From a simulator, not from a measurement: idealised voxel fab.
Process module under the name voxel wiring stack
270 nm wide, 5 nm square cells: that's cross-section cut.
Cross-section layout: square cells on a grid; listed as bands, top to bottom; a band spans one or more cell rows.
First you get the band's top height and its bottom height, in nm, and then the materials it's made of, left to right, with each width in nm. If you see a single material with "all across", that one covers the band edge to edge. "air" is empty space.
A quick word on heights: they are counted from 0, and under that level the wafer as it came to us is one material throughout. The lowest band is different from the rest in having no bottom; it simply continues downward, written as in "0 -> down".
The notation "30..40" denotes a width that varies across the rows of cells in the band, beginning at the first number in the top row, finishing at the second number in the bottom row, and changing by an identical amount from each row to the next.
"nothing altered" means the step left every cell of the cross-section as it was.
Voids not open to the top, 8 cells minimum: see "Trapped voids". Written width x height at distance; distance is from the left edge; nm.
It should be noted that, on the line of a given step, the content following the step's settings is a remark produced by the simulator itself with respect to that step.
overlay nm: mask offset rightward from planned place, masked step; negative means leftward offset.

## plan
1) op RECEIVE | material Si
2) op CONFORMAL_DEP | material SiO2 | thk nm 15
3) op CONFORMAL_DEP | material SiN | thk nm 5
4) op DIRECTIONAL_DEP | material SiO2 | thk nm 20
5) op DIRECTIONAL_DEP | material aC | thk nm 10
6) op PATTERN | tone open | mask id METAL_1 | material resist | width nm 30 | pitch nm 55 | thk nm 30 | overlay nm 0
7) op DIRECTIONAL_ETCH | etch materials aC | depth nm 10
8) op STRIP | etch materials resist
9) op DIRECTIONAL_ETCH | etch materials SiO2 | depth nm 20
10) op DIRECTIONAL_ETCH | etch materials SiN | depth nm 5
11) op STRIP | etch materials aC
12) op CONFORMAL_DEP | material TiN | thk nm 5
13) op FILL_DEP | material Cu | thk nm 10
14) op CMP | height nm 40
15) op CONFORMAL_DEP | material SiCN | thk nm 5
16) op DIRECTIONAL_DEP | material lowk | thk nm 25
17) op PATTERN | tone open | mask id METAL_2 | material resist | width nm 30 | pitch nm 55 | thk nm 15 | overlay nm 0
18) op DIRECTIONAL_ETCH | etch materials lowk | depth nm 15
19) op STRIP | etch materials resist
20) op PATTERN | tone open | mask id METAL_2_HOLES | material resist | width nm 15 | pitch nm 110 | thk nm 15 | overlay nm 0
21) op DIRECTIONAL_ETCH | etch materials lowk | depth nm 10
22) op DIRECTIONAL_ETCH | etch materials SiCN | depth nm 5
23) op STRIP | etch materials resist
24) op CONFORMAL_DEP | material TiN | thk nm 5
25) op FILL_DEP | material Ru | thk nm 10
26) op CMP | height nm 70
27) op CONFORMAL_DEP | material SiN | thk nm 5

## Of two wafers, the first: run according to plan

## Incoming wafer, cross-sectional view, post step 1
- 0 -> down = Si all across
- Trapped voids: none

## So this is the wafer cross-section right after step 2
- 15 -> 0 = SiO2 all across
- Everything below 0 is unchanged.

## So this is the wafer cross-section right after step 3
- 20 -> 15 = SiN all across
- Everything below 15 is unchanged.

## So this is the wafer cross-section right after step 4
- 40 -> 20 = SiO2 all across
- Everything below 20 is unchanged.

## So this is the wafer cross-section right after step 5
- 50 -> 40 = aC all across
- Everything below 40 is unchanged.

## So this is the wafer cross-section right after step 6
- 80 -> 50 = resist 65 nm; air 30 nm; resist 25 nm; air 30 nm; resist 25 nm; air 30 nm; resist 65 nm
- Everything below 50 is unchanged.

## So this is the wafer cross-section right after step 7
- 70 -> 50 = resist 65 nm; air 30 nm; resist 25 nm; air 30 nm; resist 25 nm; air 30 nm; resist 65 nm
- 50 -> 40 = aC 65 nm; air 30 nm; aC 25 nm; air 30 nm; aC 25 nm; air 30 nm; aC 65 nm
- Everything below 40 is unchanged.

## So this is the wafer cross-section right after step 8
- 50 -> 40 = aC 65 nm; air 30 nm; aC 25 nm; air 30 nm; aC 25 nm; air 30 nm; aC 65 nm
- Everything below 40 is unchanged.

## So this is the wafer cross-section right after step 9
- 50 -> 40 = aC 65 nm; air 30 nm; aC 25 nm; air 30 nm; aC 25 nm; air 30 nm; aC 65 nm
- 40 -> 20 = SiO2 65 nm; air 30 nm; SiO2 25 nm; air 30 nm; SiO2 25 nm; air 30 nm; SiO2 65 nm
- Everything below 20 is unchanged.

## So this is the wafer cross-section right after step 10
- 50 -> 40 = aC 65 nm; air 30 nm; aC 25 nm; air 30 nm; aC 25 nm; air 30 nm; aC 65 nm
- 40 -> 20 = SiO2 65 nm; air 30 nm; SiO2 25 nm; air 30 nm; SiO2 25 nm; air 30 nm; SiO2 65 nm
- 20 -> 15 = SiN 65 nm; air 30 nm; SiN 25 nm; air 30 nm; SiN 25 nm; air 30 nm; SiN 65 nm
- Everything below 15 is unchanged.

## So this is the wafer cross-section right after step 11
- 40 -> 20 = SiO2 65 nm; air 30 nm; SiO2 25 nm; air 30 nm; SiO2 25 nm; air 30 nm; SiO2 65 nm
- Everything below 20 is unchanged.

## So this is the wafer cross-section right after step 12
- 45 -> 40 = TiN 70 nm; air 20 nm; TiN 35 nm; air 20 nm; TiN 35 nm; air 20 nm; TiN 70 nm
- 40 -> 20 = SiO2 65 nm; TiN 5 nm; air 20 nm; TiN 5 nm; SiO2 25 nm; TiN 5 nm; air 20 nm; TiN 5 nm; SiO2 25 nm; TiN 5 nm; air 20 nm; TiN 5 nm; SiO2 65 nm
- 20 -> 15 = SiN 65 nm; TiN 30 nm; SiN 25 nm; TiN 30 nm; SiN 25 nm; TiN 30 nm; SiN 65 nm
- Everything below 15 is unchanged.

## So this is the wafer cross-section right after step 13
- 55 -> 45 = Cu all across
- 45 -> 40 = TiN 70 nm; Cu 20 nm; TiN 35 nm; Cu 20 nm; TiN 35 nm; Cu 20 nm; TiN 70 nm
- 40 -> 20 = SiO2 65 nm; TiN 5 nm; Cu 20 nm; TiN 5 nm; SiO2 25 nm; TiN 5 nm; Cu 20 nm; TiN 5 nm; SiO2 25 nm; TiN 5 nm; Cu 20 nm; TiN 5 nm; SiO2 65 nm
- Everything below 20 is unchanged.

## So this is the wafer cross-section right after step 14
- 40 -> 20 = SiO2 65 nm; TiN 5 nm; Cu 20 nm; TiN 5 nm; SiO2 25 nm; TiN 5 nm; Cu 20 nm; TiN 5 nm; SiO2 25 nm; TiN 5 nm; Cu 20 nm; TiN 5 nm; SiO2 65 nm
- Everything below 20 is unchanged.

## So this is the wafer cross-section right after step 15
- 45 -> 40 = SiCN all across
- Everything below 40 is unchanged.

## So this is the wafer cross-section right after step 16
- 70 -> 45 = lowk all across
- Everything below 45 is unchanged.

## So this is the wafer cross-section right after step 17
- 85 -> 70 = resist 65 nm; air 30 nm; resist 25 nm; air 30 nm; resist 25 nm; air 30 nm; resist 65 nm
- Everything below 70 is unchanged.

## So this is the wafer cross-section right after step 18
- 85 -> 70 = resist 65 nm; air 30 nm; resist 25 nm; air 30 nm; resist 25 nm; air 30 nm; resist 65 nm
- 70 -> 55 = lowk 65 nm; air 30 nm; lowk 25 nm; air 30 nm; lowk 25 nm; air 30 nm; lowk 65 nm
- Everything below 55 is unchanged.

## So this is the wafer cross-section right after step 19
- 70 -> 55 = lowk 65 nm; air 30 nm; lowk 25 nm; air 30 nm; lowk 25 nm; air 30 nm; lowk 65 nm
- Everything below 55 is unchanged.

## So this is the wafer cross-section right after step 20
- 85 -> 70 = resist 65 nm; air 15 nm; resist 95 nm; air 15 nm; resist 80 nm
- 70 -> 55 = lowk 65 nm; air 15 nm; resist 15 nm; lowk 25 nm; resist 30 nm; lowk 25 nm; air 15 nm; resist 15 nm; lowk 65 nm
- Everything below 55 is unchanged.

## So this is the wafer cross-section right after step 21
- 85 -> 70 = resist 65 nm; air 15 nm; resist 95 nm; air 15 nm; resist 80 nm
- 70 -> 55 = lowk 65 nm; air 15 nm; resist 15 nm; lowk 25 nm; resist 30 nm; lowk 25 nm; air 15 nm; resist 15 nm; lowk 65 nm
- 55 -> 45 = lowk 65 nm; air 15 nm; lowk 95 nm; air 15 nm; lowk 80 nm
- Everything below 45 is unchanged.

## So this is the wafer cross-section right after step 22
- 85 -> 70 = resist 65 nm; air 15 nm; resist 95 nm; air 15 nm; resist 80 nm
- 70 -> 55 = lowk 65 nm; air 15 nm; resist 15 nm; lowk 25 nm; resist 30 nm; lowk 25 nm; air 15 nm; resist 15 nm; lowk 65 nm
- 55 -> 45 = lowk 65 nm; air 15 nm; lowk 95 nm; air 15 nm; lowk 80 nm
- 45 -> 40 = SiCN 65 nm; air 15 nm; SiCN 95 nm; air 15 nm; SiCN 80 nm
- Everything below 40 is unchanged.

## So this is the wafer cross-section right after step 23
- 70 -> 55 = lowk 65 nm; air 30 nm; lowk 25 nm; air 30 nm; lowk 25 nm; air 30 nm; lowk 65 nm
- Everything below 55 is unchanged.

## So this is the wafer cross-section right after step 24
- 75 -> 70 = TiN 70 nm; air 20 nm; TiN 35 nm; air 20 nm; TiN 35 nm; air 20 nm; TiN 70 nm
- 70 -> 60 = lowk 65 nm; TiN 5 nm; air 20 nm; TiN 5 nm; lowk 25 nm; TiN 5 nm; air 20 nm; TiN 5 nm; lowk 25 nm; TiN 5 nm; air 20 nm; TiN 5 nm; lowk 65 nm
- 60 -> 55 = lowk 65 nm; TiN 5 nm; air 5 nm; TiN 20 nm; lowk 25 nm; TiN 30 nm; lowk 25 nm; TiN 5 nm; air 5 nm; TiN 20 nm; lowk 65 nm
- 55 -> 45 = lowk 65 nm; TiN 5 nm; air 5 nm; TiN 5 nm; lowk 95 nm; TiN 5 nm; air 5 nm; TiN 5 nm; lowk 80 nm
- 45 -> 40 = SiCN 65 nm; TiN 15 nm; SiCN 95 nm; TiN 15 nm; SiCN 80 nm
- Everything below 40 is unchanged.

## So this is the wafer cross-section right after step 25
- 85 -> 75 = Ru all across
- 75 -> 70 = TiN 70 nm; Ru 20 nm; TiN 35 nm; Ru 20 nm; TiN 35 nm; Ru 20 nm; TiN 70 nm
- 70 -> 60 = lowk 65 nm; TiN 5 nm; Ru 20 nm; TiN 5 nm; lowk 25 nm; TiN 5 nm; Ru 20 nm; TiN 5 nm; lowk 25 nm; TiN 5 nm; Ru 20 nm; TiN 5 nm; lowk 65 nm
- 60 -> 55 = lowk 65 nm; TiN 5 nm; Ru 5 nm; TiN 20 nm; lowk 25 nm; TiN 30 nm; lowk 25 nm; TiN 5 nm; Ru 5 nm; TiN 20 nm; lowk 65 nm
- 55 -> 45 = lowk 65 nm; TiN 5 nm; Ru 5 nm; TiN 5 nm; lowk 95 nm; TiN 5 nm; Ru 5 nm; TiN 5 nm; lowk 80 nm
- Everything below 45 is unchanged.

## So this is the wafer cross-section right after step 26
- 70 -> 60 = lowk 65 nm; TiN 5 nm; Ru 20 nm; TiN 5 nm; lowk 25 nm; TiN 5 nm; Ru 20 nm; TiN 5 nm; lowk 25 nm; TiN 5 nm; Ru 20 nm; TiN 5 nm; lowk 65 nm
- Everything below 60 is unchanged.

## So this is the wafer cross-section right after step 27
- 75 -> 70 = SiN all across
- Everything below 70 is unchanged.

## Wafer two: like wafer one in start and plan, but with one mistake in execution; identical up to and including step 2

## Cross-section of the second wafer when, according to plan, step 3 should have finished
- 35 -> 0 = SiO2 all across
- Everything below 0 is unchanged.

## Cross-section of the second wafer when, according to plan, step 4 should have finished
- 40 -> 35 = SiN all across
- Everything below 35 is unchanged.

## Cross-section of the second wafer when, according to plan, step 5 should have finished
- 50 -> 40 = aC all across
- Everything below 40 is unchanged.

## Cross-section of the second wafer when, according to plan, step 6 should have finished
- 80 -> 50 = resist 65 nm; air 30 nm; resist 25 nm; air 30 nm; resist 25 nm; air 30 nm; resist 65 nm
- Everything below 50 is unchanged.

## Cross-section of the second wafer when, according to plan, step 7 should have finished
- 70 -> 50 = resist 65 nm; air 30 nm; resist 25 nm; air 30 nm; resist 25 nm; air 30 nm; resist 65 nm
- 50 -> 40 = aC 65 nm; air 30 nm; aC 25 nm; air 30 nm; aC 25 nm; air 30 nm; aC 65 nm
- Everything below 40 is unchanged.

## Cross-section of the second wafer when, according to plan, step 8 should have finished
- 50 -> 40 = aC 65 nm; air 30 nm; aC 25 nm; air 30 nm; aC 25 nm; air 30 nm; aC 65 nm
- Everything below 40 is unchanged.

Cross-section of the second wafer when, according to plan, step 9 should have finished: nothing altered

## Cross-section of the second wafer when, according to plan, step 10 should have finished
- 50 -> 40 = aC 65 nm; air 30 nm; aC 25 nm; air 30 nm; aC 25 nm; air 30 nm; aC 65 nm
- 40 -> 35 = SiN 65 nm; air 30 nm; SiN 25 nm; air 30 nm; SiN 25 nm; air 30 nm; SiN 65 nm
- Everything below 35 is unchanged.

## Cross-section of the second wafer when, according to plan, step 11 should have finished
- 40 -> 35 = SiN 65 nm; air 30 nm; SiN 25 nm; air 30 nm; SiN 25 nm; air 30 nm; SiN 65 nm
- Everything below 35 is unchanged.

## Cross-section of the second wafer when, according to plan, step 12 should have finished
- 45 -> 40 = TiN 70 nm; air 20 nm; TiN 35 nm; air 20 nm; TiN 35 nm; air 20 nm; TiN 70 nm
- 40 -> 35 = SiN 65 nm; TiN 30 nm; SiN 25 nm; TiN 30 nm; SiN 25 nm; TiN 30 nm; SiN 65 nm
- Everything below 35 is unchanged.

## Cross-section of the second wafer when, according to plan, step 13 should have finished
- 55 -> 45 = Cu all across
- 45 -> 40 = TiN 70 nm; Cu 20 nm; TiN 35 nm; Cu 20 nm; TiN 35 nm; Cu 20 nm; TiN 70 nm
- Everything below 40 is unchanged.

## Cross-section of the second wafer when, according to plan, step 14 should have finished
- 40 -> 35 = SiN 65 nm; TiN 30 nm; SiN 25 nm; TiN 30 nm; SiN 25 nm; TiN 30 nm; SiN 65 nm
- Everything below 35 is unchanged.

## Cross-section of the second wafer when, according to plan, step 15 should have finished
- 45 -> 40 = SiCN all across
- Everything below 40 is unchanged.

## Cross-section of the second wafer when, according to plan, step 16 should have finished
- 70 -> 45 = lowk all across
- Everything below 45 is unchanged.

## Cross-section of the second wafer when, according to plan, step 17 should have finished
- 85 -> 70 = resist 65 nm; air 30 nm; resist 25 nm; air 30 nm; resist 25 nm; air 30 nm; resist 65 nm
- Everything below 70 is unchanged.

## Cross-section of the second wafer when, according to plan, step 18 should have finished
- 85 -> 70 = resist 65 nm; air 30 nm; resist 25 nm; air 30 nm; resist 25 nm; air 30 nm; resist 65 nm
- 70 -> 55 = lowk 65 nm; air 30 nm; lowk 25 nm; air 30 nm; lowk 25 nm; air 30 nm; lowk 65 nm
- Everything below 55 is unchanged.

## Cross-section of the second wafer when, according to plan, step 19 should have finished
- 70 -> 55 = lowk 65 nm; air 30 nm; lowk 25 nm; air 30 nm; lowk 25 nm; air 30 nm; lowk 65 nm
- Everything below 55 is unchanged.

## Cross-section of the second wafer when, according to plan, step 20 should have finished
- 85 -> 70 = resist 65 nm; air 15 nm; resist 95 nm; air 15 nm; resist 80 nm
- 70 -> 55 = lowk 65 nm; air 15 nm; resist 15 nm; lowk 25 nm; resist 30 nm; lowk 25 nm; air 15 nm; resist 15 nm; lowk 65 nm
- Everything below 55 is unchanged.

## Cross-section of the second wafer when, according to plan, step 21 should have finished
- 85 -> 70 = resist 65 nm; air 15 nm; resist 95 nm; air 15 nm; resist 80 nm
- 70 -> 55 = lowk 65 nm; air 15 nm; resist 15 nm; lowk 25 nm; resist 30 nm; lowk 25 nm; air 15 nm; resist 15 nm; lowk 65 nm
- 55 -> 45 = lowk 65 nm; air 15 nm; lowk 95 nm; air 15 nm; lowk 80 nm
- Everything below 45 is unchanged.

## Cross-section of the second wafer when, according to plan, step 22 should have finished
- 85 -> 70 = resist 65 nm; air 15 nm; resist 95 nm; air 15 nm; resist 80 nm
- 70 -> 55 = lowk 65 nm; air 15 nm; resist 15 nm; lowk 25 nm; resist 30 nm; lowk 25 nm; air 15 nm; resist 15 nm; lowk 65 nm
- 55 -> 45 = lowk 65 nm; air 15 nm; lowk 95 nm; air 15 nm; lowk 80 nm
- 45 -> 40 = SiCN 65 nm; air 15 nm; SiCN 95 nm; air 15 nm; SiCN 80 nm
- Everything below 40 is unchanged.

## Cross-section of the second wafer when, according to plan, step 23 should have finished
- 70 -> 55 = lowk 65 nm; air 30 nm; lowk 25 nm; air 30 nm; lowk 25 nm; air 30 nm; lowk 65 nm
- Everything below 55 is unchanged.

## Cross-section of the second wafer when, according to plan, step 24 should have finished
- 75 -> 70 = TiN 70 nm; air 20 nm; TiN 35 nm; air 20 nm; TiN 35 nm; air 20 nm; TiN 70 nm
- 70 -> 60 = lowk 65 nm; TiN 5 nm; air 20 nm; TiN 5 nm; lowk 25 nm; TiN 5 nm; air 20 nm; TiN 5 nm; lowk 25 nm; TiN 5 nm; air 20 nm; TiN 5 nm; lowk 65 nm
- 60 -> 55 = lowk 65 nm; TiN 5 nm; air 5 nm; TiN 20 nm; lowk 25 nm; TiN 30 nm; lowk 25 nm; TiN 5 nm; air 5 nm; TiN 20 nm; lowk 65 nm
- 55 -> 45 = lowk 65 nm; TiN 5 nm; air 5 nm; TiN 5 nm; lowk 95 nm; TiN 5 nm; air 5 nm; TiN 5 nm; lowk 80 nm
- 45 -> 40 = SiCN 65 nm; TiN 15 nm; SiCN 95 nm; TiN 15 nm; SiCN 80 nm
- Everything below 40 is unchanged.

## Cross-section of the second wafer when, according to plan, step 25 should have finished
- 85 -> 75 = Ru all across
- 75 -> 70 = TiN 70 nm; Ru 20 nm; TiN 35 nm; Ru 20 nm; TiN 35 nm; Ru 20 nm; TiN 70 nm
- 70 -> 60 = lowk 65 nm; TiN 5 nm; Ru 20 nm; TiN 5 nm; lowk 25 nm; TiN 5 nm; Ru 20 nm; TiN 5 nm; lowk 25 nm; TiN 5 nm; Ru 20 nm; TiN 5 nm; lowk 65 nm
- 60 -> 55 = lowk 65 nm; TiN 5 nm; Ru 5 nm; TiN 20 nm; lowk 25 nm; TiN 30 nm; lowk 25 nm; TiN 5 nm; Ru 5 nm; TiN 20 nm; lowk 65 nm
- 55 -> 45 = lowk 65 nm; TiN 5 nm; Ru 5 nm; TiN 5 nm; lowk 95 nm; TiN 5 nm; Ru 5 nm; TiN 5 nm; lowk 80 nm
- Everything below 45 is unchanged.

## Cross-section of the second wafer when, according to plan, step 26 should have finished
- 70 -> 60 = lowk 65 nm; TiN 5 nm; Ru 20 nm; TiN 5 nm; lowk 25 nm; TiN 5 nm; Ru 20 nm; TiN 5 nm; lowk 25 nm; TiN 5 nm; Ru 20 nm; TiN 5 nm; lowk 65 nm
- Everything below 60 is unchanged.

## Cross-section of the second wafer when, according to plan, step 27 should have finished
- 75 -> 70 = SiN all across
- Everything below 70 is unchanged.
What was the processing mistake? mixed up steps 3 and 4 - ran each in the other's place
Upon completion, the second wafer contains, in terms of cells, a greater or smaller amount of certain materials than the first wafer: -48 Cu | +72 SiO2 | -24 TiN
